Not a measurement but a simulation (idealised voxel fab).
Process module heading - voxel capacitor over wiring
Cross-section cut spans 195 nm and uses square cells 5 nm in size.
A cross-section is written here as square cells arranged in a grid, and it is given in bands from the top down, each band taking up one or more rows of cells.
The entry gives the band's vertical extent as a top height and a bottom height in nm, then its horizontal make-up as materials from left to right, each with a width in nm. "empty" stands for empty space; a single material marked "everywhere" fills the band edge to edge.
Heights are reckoned from 0. Under this level, the received wafer is all of one material. The bottommost band is open-ended downward, for example "z 0 and below".
Think of "30->40" as a width that walks from the first number to the second as you go down the band, top row to bottom row, taking equal-sized steps from row to row.
Given "no modification" for a step, no cell of the cross-section differs between before and after that step.
For the entry "Completely sealed voids", the listed items are empty spaces with no open way to the top whose size is 8 cells or more; each item follows the pattern width x height at distance, where distance is from the left edge and all three are in nm.
If you see something after the settings on a step's line, that's the simulator's own remark about that step.
Each step line may optionally specify "overlay nm", which for a step with a mask gives the rightward distance between the mask's planned place and where it lay, a negative value indicating the leftward direction.
## Process steps foreseen in the plan
| 1 | RECEIVE: material Si |
| 2 | CONFORMAL_DEP: material SiO2, thk nm 15 |
| 3 | DIRECTIONAL_DEP: material TiN, thk nm 5 |
| 4 | DIRECTIONAL_DEP: material W, thk nm 25 |
| 5 | MASKED_ETCH: tone cover, mask id METAL_1, width nm 25, pitch nm 80, etch materials W, depth nm 25, overlay nm 0 |
| 6 | MASKED_ETCH: tone cover, mask id METAL_1, width nm 25, pitch nm 80, etch materials TiN, depth nm 5, overlay nm 0 |
| 7 | FILL_DEP: material SiO2, thk nm 10 |
| 8 | CMP: height nm 45 |
| 9 | CONFORMAL_DEP: material SiCN, thk nm 5 |
| 10 | DIRECTIONAL_DEP: material SiO2, thk nm 20 |
| 11 | PATTERN: tone open, mask id PLUG_1, material resist, width nm 15, thk nm 20, overlay nm 0 |
| 12 | DIRECTIONAL_ETCH: etch materials SiO2, depth nm 20 |
| 13 | DIRECTIONAL_ETCH: etch materials SiCN, depth nm 5 |
| 14 | STRIP: etch materials resist |
| 15 | EPI: material Ru, thk nm 10 |
| 16 | EPI: material Ru, thk nm 10 |
| 17 | EPI: material Ru, thk nm 5 |
| 18 | DIRECTIONAL_DEP: material TiN, thk nm 10 |
| 19 | DIRECTIONAL_DEP: material Al2O3, thk nm 5 |
| 20 | DIRECTIONAL_DEP: material TiN, thk nm 5 |
| 21 | PATTERN: tone cover, mask id UPPER_PLATE, material resist, width nm 60, thk nm 15, overlay nm 0 |
| 22 | DIRECTIONAL_ETCH: etch materials TiN, depth nm 5 |
| 23 | DIRECTIONAL_ETCH: etch materials Al2O3, depth nm 5 |
| 24 | STRIP: etch materials resist |
| 25 | MASKED_ETCH: tone cover, mask id LOWER_PLATE, width nm 70, etch materials TiN, depth nm 10, overlay nm 0 |
| 26 | FILL_DEP: material SiO2, thk nm 15 |
| 27 | CMP: height nm 100 |
| 28 | PATTERN: tone open, mask id PLUG_2, material resist, width nm 15, thk nm 15, overlay nm 0 |
| 29 | DIRECTIONAL_ETCH: etch materials SiO2, depth nm 10 |
| 30 | STRIP: etch materials resist |
| 31 | CONFORMAL_DEP: material TiN, thk nm 5 |
| 32 | FILL_DEP: material Ru, thk nm 10 |
| 33 | CMP: height nm 100 |
| 34 | CONFORMAL_DEP: material SiCN, thk nm 5 |
## Cross-section of the incoming wafer, state after step 1
	z 0 and below = Si everywhere
	Completely sealed voids: none
## Cross-section: first of two wafers, module finished, run according to plan
	z 105 to 100 = SiCN everywhere
	z 100 to 95 = 65 SiO2; 5 TiN; 5 Ru; 5 TiN; 115 SiO2
	z 95 to 85 = 65->55 SiO2; 15->60 TiN; 115->80 SiO2
	z 85 to 80 = 55 SiO2; 60 Al2O3; 80 SiO2
	z 80 to 70 = 50 SiO2; 70 TiN; 75 SiO2
	z 70 to 50 = 55 SiO2; 15 Ru; 125 SiO2
	z 50 to 45 = 55 SiCN; 15 Ru; 125 SiCN
	z 45 to 20 = 45 SiO2; 25 W; 55 SiO2; 25 W; 45 SiO2
	z 20 to 15 = 45 SiO2; 25 TiN; 55 SiO2; 25 TiN; 45 SiO2
	z 15 to 0 = SiO2 everywhere
	z 0 and below = Si everywhere
	Completely sealed voids: none
## Second wafer through the module, sectioned at the end: same beginning and same plan as the first wafer, with one mistake in carrying it out
	z 105 to 100 = SiCN everywhere
	z 100 to 95 = 65 SiO2; 15 TiN; 115 SiO2
	z 95 to 90 = 55 SiO2; 5 TiN; 5 SiO2; 50 TiN; 80 SiO2
	z 90 to 85 = 55 SiO2; 5 Al2O3; 5 TiN; 50 Al2O3; 80 SiO2
	z 85 to 80 = 60 Ru; 5 Al2O3; 130 Ru
	z 80 to 75 = 55 TiN; 15 Ru; 125 TiN
	z 75 to 70 = TiN everywhere
	z 70 to 65 = 55 SiO2; 15 TiN; 125 SiO2
	z 65 to 50 = 55 SiO2; 15 Ru; 125 SiO2
	z 50 to 45 = 55 SiCN; 15 Ru; 125 SiCN
	z 45 to 20 = 45 SiO2; 25 W; 55 SiO2; 25 W; 45 SiO2
	z 20 to 15 = 45 SiO2; 25 TiN; 55 SiO2; 25 TiN; 45 SiO2
	z 15 to 0 = SiO2 everywhere
	z 0 and below = Si everywhere
	Completely sealed voids: none
What was the processing mistake? a sequencing error occurred in which plan steps 17 and 18 were transposed
Final wafer comparison in cells, second versus first, more or fewer per material: +37 Ru, -85 SiO2, +48 TiN
